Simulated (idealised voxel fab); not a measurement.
process module | voxel capacitor over wiring
cross-section cut | 180 nm wide | cells 5 nm
A cross-section is a grid of square cells, given in bands from the top down. A band is one or more rows of cells.
Each band's line starts with the height of the band's top and of its bottom, in nm. Then come its materials from left to right, each with its width in nm. One material with "throughout" fills the band from edge to edge. "air" is empty space.
Height 0 is the level under which the wafer as received is all one material. The lowest band goes on downwards, as in "0 down".
A width such as "30 to 40" changes by the same amount from each row of cells to the next, from the band's top row to its bottom row.
"no change" after a step means that no cell of the cross-section changed.
closed voids: empty space of 8 cells or more with no open way to the top, each as width x height at its distance from the left edge, in nm
after a step's settings: what the simulator itself notes on the step
overlay nm, on a step with a mask: how far to the right of its planned place the mask lay; to the left if negative
plan
1 op RECEIVE | material Si
2 op CONFORMAL_DEP | material SiO2 | thk nm 10
3 op CONFORMAL_DEP | material SiCN | thk nm 5
4 op DIRECTIONAL_DEP | material lowk | thk nm 20
5 op MASKED_ETCH | tone open | mask id METAL_1 | width nm 25 | pitch nm 95 | etch materials lowk | depth nm 20 | overlay nm 0
6 op MASKED_ETCH | tone open | mask id METAL_1 | width nm 25 | pitch nm 95 | etch materials SiCN | depth nm 5 | overlay nm 0
7 op CONFORMAL_DEP | material TiN | thk nm 5
8 op FILL_DEP | material Cu | thk nm 5
9 op CMP | height nm 35
10 op CONFORMAL_DEP | material SiCN | thk nm 5
11 op DIRECTIONAL_DEP | material SiO2 | thk nm 20
12 op MASKED_ETCH | tone open | mask id PLUG_1 | width nm 15 | etch materials SiO2 | depth nm 20 | overlay nm 0
13 op MASKED_ETCH | tone open | mask id PLUG_1 | width nm 15 | etch materials SiCN | depth nm 5 | overlay nm 0
14 op CONFORMAL_DEP | material TiN | thk nm 5
15 op FILL_DEP | material W | thk nm 10
16 op CMP | height nm 60
17 op DIRECTIONAL_DEP | material TiN | thk nm 10
18 op DIRECTIONAL_DEP | material SiN | thk nm 5
19 op DIRECTIONAL_DEP | material TiN | thk nm 5
20 op DIRECTIONAL_DEP | material aC | thk nm 15
21 op PATTERN | tone cover | mask id UPPER_PLATE | material resist | width nm 75 | thk nm 30 | overlay nm 0
22 op DIRECTIONAL_ETCH | etch materials aC | depth nm 15
23 op STRIP | etch materials resist
24 op DIRECTIONAL_ETCH | etch materials TiN | depth nm 5
25 op DIRECTIONAL_ETCH | etch materials SiN | depth nm 5
26 op STRIP | etch materials aC
27 op PATTERN | tone cover | mask id LOWER_PLATE | material resist | width nm 85 | thk nm 15 | overlay nm 0
28 op DIRECTIONAL_ETCH | etch materials TiN | depth nm 10
29 op STRIP | etch materials resist
30 op FILL_DEP | material SiO2 | thk nm 15
31 op CMP | height nm 90
32 op DIRECTIONAL_DEP | material aC | thk nm 15
33 op PATTERN | tone open | mask id PLUG_2 | material resist | width nm 15 | thk nm 35 | overlay nm 0
34 op DIRECTIONAL_ETCH | etch materials aC | depth nm 15
35 op STRIP | etch materials resist
36 op DIRECTIONAL_ETCH | etch materials SiO2 | depth nm 10
37 op STRIP | etch materials aC
38 op CONFORMAL_DEP | material TiN | thk nm 5
39 op FILL_DEP | material W | thk nm 10
40 op CMP | height nm 90
41 op CONFORMAL_DEP | material SiCN | thk nm 5
first wafer, as planned
as received, after step 1
  0 down: Si throughout
  closed voids: none
after step 2
  10 to 0: SiO2 throughout
  below 0: unchanged
after step 3
  15 to 10: SiCN throughout
  below 10: unchanged
after step 4
  35 to 15: lowk throughout
  below 15: unchanged
after step 5
  35 to 15: lowk 30 | air 25 | lowk 70 | air 25 | lowk 30
  below 15: unchanged
after step 6
  35 to 15: lowk 30 | air 25 | lowk 70 | air 25 | lowk 30
  15 to 10: SiCN 30 | air 25 | SiCN 70 | air 25 | SiCN 30
  below 10: unchanged
after step 7
  40 to 35: TiN 35 | air 15 | TiN 80 | air 15 | TiN 35
  35 to 15: lowk 30 | TiN 5 | air 15 | TiN 5 | lowk 70 | TiN 5 | air 15 | TiN 5 | lowk 30
  15 to 10: SiCN 30 | TiN 25 | SiCN 70 | TiN 25 | SiCN 30
  below 10: unchanged
after step 8
  45 to 40: Cu throughout
  40 to 35: TiN 35 | Cu 15 | TiN 80 | Cu 15 | TiN 35
  35 to 15: lowk 30 | TiN 5 | Cu 15 | TiN 5 | lowk 70 | TiN 5 | Cu 15 | TiN 5 | lowk 30
  below 15: unchanged
after step 9
  35 to 15: lowk 30 | TiN 5 | Cu 15 | TiN 5 | lowk 70 | TiN 5 | Cu 15 | TiN 5 | lowk 30
  below 15: unchanged
after step 10
  40 to 35: SiCN throughout
  below 35: unchanged
after step 11
  60 to 40: SiO2 throughout
  below 40: unchanged
after step 12
  60 to 40: SiO2 40 | air 15 | SiO2 125
  below 40: unchanged
after step 13
  60 to 40: SiO2 40 | air 15 | SiO2 125
  40 to 35: SiCN 40 | air 15 | SiCN 125
  below 35: unchanged
after step 14
  65 to 60: TiN 45 | air 5 | TiN 130
  60 to 40: SiO2 40 | TiN 5 | air 5 | TiN 5 | SiO2 125
  40 to 35: SiCN 40 | TiN 15 | SiCN 125
  below 35: unchanged
after step 15
  75 to 65: W throughout
  65 to 60: TiN 45 | W 5 | TiN 130
  60 to 40: SiO2 40 | TiN 5 | W 5 | TiN 5 | SiO2 125
  below 40: unchanged
after step 16
  60 to 40: SiO2 40 | TiN 5 | W 5 | TiN 5 | SiO2 125
  below 40: unchanged
after step 17
  70 to 60: TiN throughout
  below 60: unchanged
after step 18
  75 to 70: SiN throughout
  below 70: unchanged
after step 19
  80 to 75: TiN throughout
  below 75: unchanged
after step 20
  95 to 80: aC throughout
  below 80: unchanged
after step 21
  125 to 95: air 40 | resist 75 | air 65
  below 95: unchanged
after step 22
  110 to 95: air 40 | resist 75 | air 65
  95 to 80: air 40 | aC 75 | air 65
  below 80: unchanged
after step 23
  95 to 80: air 40 | aC 75 | air 65
  below 80: unchanged
after step 24
  95 to 80: air 40 | aC 75 | air 65
  80 to 75: air 40 | TiN 75 | air 65
  below 75: unchanged
after step 25
  95 to 80: air 40 | aC 75 | air 65
  80 to 75: air 40 | TiN 75 | air 65
  75 to 70: air 40 | SiN 75 | air 65
  below 70: unchanged
after step 26
  80 to 75: air 40 | TiN 75 | air 65
  below 75: unchanged
after step 27
  95 to 80: air 35 | resist 85 | air 60
  80 to 75: air 35 | resist 5 | TiN 75 | resist 5 | air 60
  75 to 70: air 35 | resist 5 | SiN 75 | resist 5 | air 60
  below 70: unchanged
after step 28
  95 to 80: air 35 | resist 85 | air 60
  80 to 75: air 35 | resist 5 | TiN 75 | resist 5 | air 60
  75 to 70: air 35 | resist 5 | SiN 75 | resist 5 | air 60
  70 to 60: air 35 | TiN 85 | air 60
  below 60: unchanged
after step 29
  80 to 75: air 40 | TiN 75 | air 65
  75 to 70: air 40 | SiN 75 | air 65
  below 70: unchanged
after step 30
  95 to 80: SiO2 throughout
  80 to 75: SiO2 40 | TiN 75 | SiO2 65
  75 to 70: SiO2 40 | SiN 75 | SiO2 65
  70 to 60: SiO2 35 | TiN 85 | SiO2 60
  below 60: unchanged
after step 31
  90 to 80: SiO2 throughout
  below 80: unchanged
after step 32
  105 to 90: aC throughout
  below 90: unchanged
after step 33
  140 to 105: resist 50 | air 15 | resist 115
  below 105: unchanged
after step 34
  125 to 105: resist 50 | air 15 | resist 115
  105 to 90: aC 50 | air 15 | aC 115
  below 90: unchanged
after step 35
  105 to 90: aC 50 | air 15 | aC 115
  below 90: unchanged
after step 36
  105 to 90: aC 50 | air 15 | aC 115
  90 to 80: SiO2 50 | air 15 | SiO2 115
  below 80: unchanged
after step 37
  90 to 80: SiO2 50 | air 15 | SiO2 115
  below 80: unchanged
after step 38
  95 to 90: TiN 55 | air 5 | TiN 120
  90 to 85: SiO2 50 | TiN 5 | air 5 | TiN 5 | SiO2 115
  85 to 75: SiO2 50 to 40 | TiN 15 to 75 | SiO2 115 to 65
  below 75: unchanged
after step 39
  105 to 95: W throughout
  95 to 90: TiN 55 | W 5 | TiN 120
  90 to 85: SiO2 50 | TiN 5 | W 5 | TiN 5 | SiO2 115
  below 85: unchanged
after step 40
  90 to 85: SiO2 50 | TiN 5 | W 5 | TiN 5 | SiO2 115
  below 85: unchanged
after step 41
  95 to 90: SiCN throughout
  below 90: unchanged
second wafer: like start, like plan, one mistake. Through step 26 it matches the first wafer
when step 27 should have ended
  95 to 80: air 45 | resist 85 | air 50
  80 to 75: air 40 | TiN 75 | resist 15 | air 50
  75 to 70: air 40 | SiN 75 | resist 15 | air 50
  below 70: unchanged
when step 28 should have ended
  95 to 80: air 45 | resist 85 | air 50
  80 to 75: air 45 | TiN 70 | resist 15 | air 50
  75 to 70: air 40 | SiN 75 | resist 15 | air 50
  70 to 60: air 40 | TiN 90 | air 50
  below 60: unchanged
when step 29 should have ended
  80 to 75: air 45 | TiN 70 | air 65
  75 to 70: air 40 | SiN 75 | air 65
  below 70: unchanged
when step 30 should have ended
  95 to 80: SiO2 throughout
  80 to 75: SiO2 45 | TiN 70 | SiO2 65
  75 to 70: SiO2 40 | SiN 75 | SiO2 65
  70 to 60: SiO2 40 | TiN 90 | SiO2 50
  below 60: unchanged
when step 31 should have ended
  90 to 80: SiO2 throughout
  below 80: unchanged
when step 32 should have ended
  105 to 90: aC throughout
  below 90: unchanged
when step 33 should have ended
  140 to 105: resist 50 | air 15 | resist 115
  below 105: unchanged
when step 34 should have ended
  125 to 105: resist 50 | air 15 | resist 115
  105 to 90: aC 50 | air 15 | aC 115
  below 90: unchanged
when step 35 should have ended
  105 to 90: aC 50 | air 15 | aC 115
  below 90: unchanged
when step 36 should have ended
  105 to 90: aC 50 | air 15 | aC 115
  90 to 80: SiO2 50 | air 15 | SiO2 115
  below 80: unchanged
when step 37 should have ended
  90 to 80: SiO2 50 | air 15 | SiO2 115
  below 80: unchanged
when step 38 should have ended
  95 to 90: TiN 55 | air 5 | TiN 120
  90 to 85: SiO2 50 | TiN 5 | air 5 | TiN 5 | SiO2 115
  85 to 75: SiO2 50 to 45 | TiN 15 to 70 | SiO2 115 to 65
  below 75: unchanged
when step 39 should have ended
  105 to 95: W throughout
  95 to 90: TiN 55 | W 5 | TiN 120
  90 to 85: SiO2 50 | TiN 5 | W 5 | TiN 5 | SiO2 115
  below 85: unchanged
when step 40 should have ended
  90 to 85: SiO2 50 | TiN 5 | W 5 | TiN 5 | SiO2 115
  below 85: unchanged
when step 41 should have ended
  95 to 90: SiCN throughout
  below 90: unchanged
what went wrong: step 27 ran as: op PATTERN | tone cover | mask id LOWER_PLATE | material resist | width nm 85 | thk nm 15 | overlay nm 10
at the end the second wafer has, in cells: 1 fewer of SiO2 | 1 more of TiN
